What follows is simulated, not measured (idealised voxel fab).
process module | voxel ribs on slabs
cross-section cut | 170 nm wide | cells 5 nm
A cross-section is a grid of square cells, given in bands from the top down. A band is one or more rows of cells.
Each band's line starts with the height of the band's top and of its bottom, in nm. Then come its materials from left to right, each with its width in nm. One material with "throughout" fills the band from edge to edge. "air" is empty space.
Height 0 is the level under which the wafer as received is all one material. The lowest band goes on downwards, as in "0 down".
A width such as "30 to 40" changes by the same amount from each row of cells to the next, from the band's top row to its bottom row.
"no change" after a step means that no cell of the cross-section changed.
closed voids: empty space of 8 cells or more with no open way to the top, each as width x height at its distance from the left edge, in nm
after a step's settings: what the simulator itself notes on the step
overlay nm, on a step with a mask: how far to the right of its planned place the mask lay; to the left if negative
plan
1 op RECEIVE | material Si
2 op DIRECTIONAL_DEP | material SiO2 | thk nm 20
3 op DIRECTIONAL_DEP | material polySi | thk nm 15
4 op MASKED_ETCH | tone cover | mask id RIB | width nm 30 | etch materials polySi | depth nm 10 | overlay nm 0
5 op DIRECTIONAL_DEP | material aC | thk nm 15
6 op PATTERN | tone cover | mask id SLAB | material resist | width nm 70 | thk nm 35 | overlay nm 0
7 op DIRECTIONAL_ETCH | etch materials aC | depth nm 15
8 op STRIP | etch materials resist
9 op DIRECTIONAL_ETCH | etch materials polySi | depth nm 5
10 op STRIP | etch materials aC
11 op FILL_DEP | material SiO2 | thk nm 15
12 op CMP | height nm 45
13 op DIRECTIONAL_DEP | material W | thk nm 10
14 op DIRECTIONAL_DEP | material aC | thk nm 10
15 op PATTERN | tone cover | mask id HEATER | material resist | width nm 30 | thk nm 25 | overlay nm 0
16 op DIRECTIONAL_ETCH | etch materials aC | depth nm 10
17 op STRIP | etch materials resist
18 op DIRECTIONAL_ETCH | etch materials W | depth nm 10
19 op STRIP | etch materials aC
20 op CONFORMAL_DEP | material SiN | thk nm 10
varied across the wafers: width nm of step 15. The plan shows the first wafer's value. All wafers start alike
first wafer as received, after step 1
  0 down: Si throughout
  closed voids: none
first wafer at the end, after step 20
  65 to 55: air 60 | SiN 50 | air 60
  55 to 45: SiN 70 | W 30 | SiN 70
  45 to 35: SiO2 throughout
  35 to 25: SiO2 70 | polySi 30 | SiO2 70
  25 to 20: SiO2 50 | polySi 70 | SiO2 50
  20 to 0: SiO2 throughout
  0 down: Si throughout
  closed voids: none
last wafer at the end
  65 to 55: air 50 | SiN 75 | air 45
  55 to 45: SiN 60 | W 55 | SiN 55
  45 to 35: SiO2 throughout
  35 to 25: SiO2 70 | polySi 30 | SiO2 70
  25 to 20: SiO2 50 | polySi 70 | SiO2 50
  20 to 0: SiO2 throughout
  0 down: Si throughout
  closed voids: none
each wafer at the end: cells of each material gained (+) or lost (-) since it was received, then its closed voids
width nm 30 | +76 SiN | +280 SiO2 | +12 W | +26 polySi | closed voids: none
width nm 35 | +76 SiN | +280 SiO2 | +14 W | +26 polySi | closed voids: none
width nm 40 | +76 SiN | +280 SiO2 | +16 W | +26 polySi | closed voids: none
width nm 45 | +76 SiN | +280 SiO2 | +18 W | +26 polySi | closed voids: none
width nm 50 | +76 SiN | +280 SiO2 | +20 W | +26 polySi | closed voids: none
width nm 55 | +76 SiN | +280 SiO2 | +22 W | +26 polySi | closed voids: none
